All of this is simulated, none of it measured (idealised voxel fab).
This section sets out a process module, namely voxel capacitor over wiring.
The figure presents cross-section cut, which has a width of 230 nm and is divided into square cells with an edge length of 5 nm.
For the purposes of this document, a cross-section shall be understood as a grid of square cells, specified as bands listed in top-to-bottom order, each band consisting of one or more rows of cells.
In this notation a band is specified by the heights of its top and bottom, in that order and in nm, after which its materials appear from left to right, each paired with its width in nm. The word "full width" attached to a single material means that material fills the band from edge to edge; the word "air" stands for empty space.
The reference from which all heights are counted is 0, the level beneath which the as-received wafer is entirely one material; the lowest band, having no lower bound, proceeds downward and is written after the example "0..down".
Note: "30..40" means the width goes from the first number (top row of the band) to the second number (bottom row) in equal steps per row of cells.
Take "nothing different" at face value: in the step it is given for, the cross-section changed in none of its cells.
In "Cavities, closed" the enclosed voids are listed, meaning empty spaces of 8 cells or larger without any opening to the top. The form is width x height at distance, distance from the left edge, units nm.
Where a step's line continues beyond its settings, the continuation is a remark by the simulator itself on that step.
For masked steps, "overlay nm" on the step line gives how far right of plan the mask actually lay; a minus sign means it lay to the left.

List of planned process steps:
1,op RECEIVE | material Si
2,op CONFORMAL_DEP | material SiO2 | thk nm 15
3,op DIRECTIONAL_DEP | material TiN | thk nm 5
4,op DIRECTIONAL_DEP | material Ru | thk nm 20
5,op PATTERN | tone cover | mask id METAL_1 | material resist | width nm 30 | pitch nm 80 | thk nm 20 | overlay nm 0
6,op DIRECTIONAL_ETCH | etch materials Ru | depth nm 20
7,op DIRECTIONAL_ETCH | etch materials TiN | depth nm 5
8,op STRIP | etch materials resist
9,op CONFORMAL_DEP | material SiN | thk nm 5
10,op FILL_DEP | material lowk | thk nm 10
11,op CMP | height nm 40
12,op CONFORMAL_DEP | material SiCN | thk nm 5
13,op DIRECTIONAL_DEP | material lowk | thk nm 15
14,op MASKED_ETCH | tone open | mask id PLUG_1 | width nm 15 | etch materials lowk | depth nm 15 | overlay nm 0
15,op MASKED_ETCH | tone open | mask id PLUG_1 | width nm 15 | etch materials SiCN | depth nm 5 | overlay nm 0
16,op CONFORMAL_DEP | material TiN | thk nm 5
17,op FILL_DEP | material W | thk nm 5
18,op CMP | height nm 60
19,op DIRECTIONAL_DEP | material TiN | thk nm 5
20,op DIRECTIONAL_DEP | material HfO2 | thk nm 5
21,op DIRECTIONAL_DEP | material TiN | thk nm 5
22,op PATTERN | tone cover | mask id UPPER_PLATE | material resist | width nm 55 | thk nm 20 | overlay nm 0
23,op DIRECTIONAL_ETCH | etch materials TiN | depth nm 5
24,op DIRECTIONAL_ETCH | etch materials HfO2 | depth nm 5
25,op STRIP | etch materials resist
26,op DIRECTIONAL_DEP | material aC | thk nm 15
27,op PATTERN | tone cover | mask id LOWER_PLATE | material resist | width nm 65 | thk nm 30 | overlay nm 0
28,op DIRECTIONAL_ETCH | etch materials aC | depth nm 15
29,op STRIP | etch materials resist
30,op DIRECTIONAL_ETCH | etch materials TiN | depth nm 5
31,op STRIP | etch materials aC
32,op FILL_DEP | material SiO2 | thk nm 15
33,op CMP | height nm 85
34,op DIRECTIONAL_DEP | material aC | thk nm 10
35,op PATTERN | tone open | mask id PLUG_2 | material resist | width nm 15 | thk nm 30 | overlay nm 0
36,op DIRECTIONAL_ETCH | etch materials aC | depth nm 10
37,op STRIP | etch materials resist
38,op DIRECTIONAL_ETCH | etch materials SiO2 | depth nm 10
39,op STRIP | etch materials aC
40,op CONFORMAL_DEP | material TiN | thk nm 5
41,op FILL_DEP | material W | thk nm 10
42,op CMP | height nm 85
43,op CONFORMAL_DEP | material SiCN | thk nm 5

As-received wafer cross-section (after step 1):
    0..down: Si full width
    Cavities, closed: none

Cross-section: first of two wafers, module finished, run according to plan:
    90..85: SiCN full width
    85..80: SiO2 85 nm; TiN 5 nm; W 5 nm; TiN 5 nm; SiO2 130 nm
    80..70: SiO2 85..75 nm; TiN 15..55 nm; SiO2 130..100 nm
    70..65: SiO2 75 nm; HfO2 55 nm; SiO2 100 nm
    65..60: SiO2 70 nm; TiN 65 nm; SiO2 95 nm
    60..45: lowk 75 nm; TiN 5 nm; W 5 nm; TiN 5 nm; lowk 140 nm
    45..40: SiCN 75 nm; TiN 15 nm; SiCN 140 nm
    40..20: lowk 55 nm; SiN 5 nm; Ru 30 nm; SiN 5 nm; lowk 40 nm; SiN 5 nm; Ru 30 nm; SiN 5 nm; lowk 55 nm
    20..15: SiN 60 nm; TiN 30 nm; SiN 50 nm; TiN 30 nm; SiN 60 nm
    15..0: SiO2 full width
    0..down: Si full width
    Cavities, closed: none

Cross-section at end of module for the second wafer of two, which matched the first in starting point and plan and differed by one mistake in its processing:
    90..85: SiCN full width
    85..80: SiO2 85 nm; TiN 5 nm; W 5 nm; TiN 5 nm; SiO2 130 nm
    80..70: SiO2 85..75 nm; TiN 15..55 nm; SiO2 130..100 nm
    70..65: SiO2 75 nm; HfO2 55 nm; SiO2 100 nm
    65..60: SiO2 70 nm; TiN 65 nm; SiO2 95 nm
    60..55: SiCN 75 nm; TiN 15 nm; SiCN 140 nm
    55..40: lowk full width
    40..20: lowk 55 nm; SiN 5 nm; Ru 30 nm; SiN 5 nm; lowk 40 nm; SiN 5 nm; Ru 30 nm; SiN 5 nm; lowk 55 nm
    20..15: SiN 60 nm; TiN 30 nm; SiN 50 nm; TiN 30 nm; SiN 60 nm
    15..0: SiO2 full width
    0..down: Si full width
    Cavities, closed: none
Misprocessing identified: steps 12 and 13 of the plan were each performed in the slot designated for the other
Heads up, by the end the second wafer has more or fewer cells of some materials compared to the first: 6 fewer of TiN, 3 fewer of W, 9 more of lowk
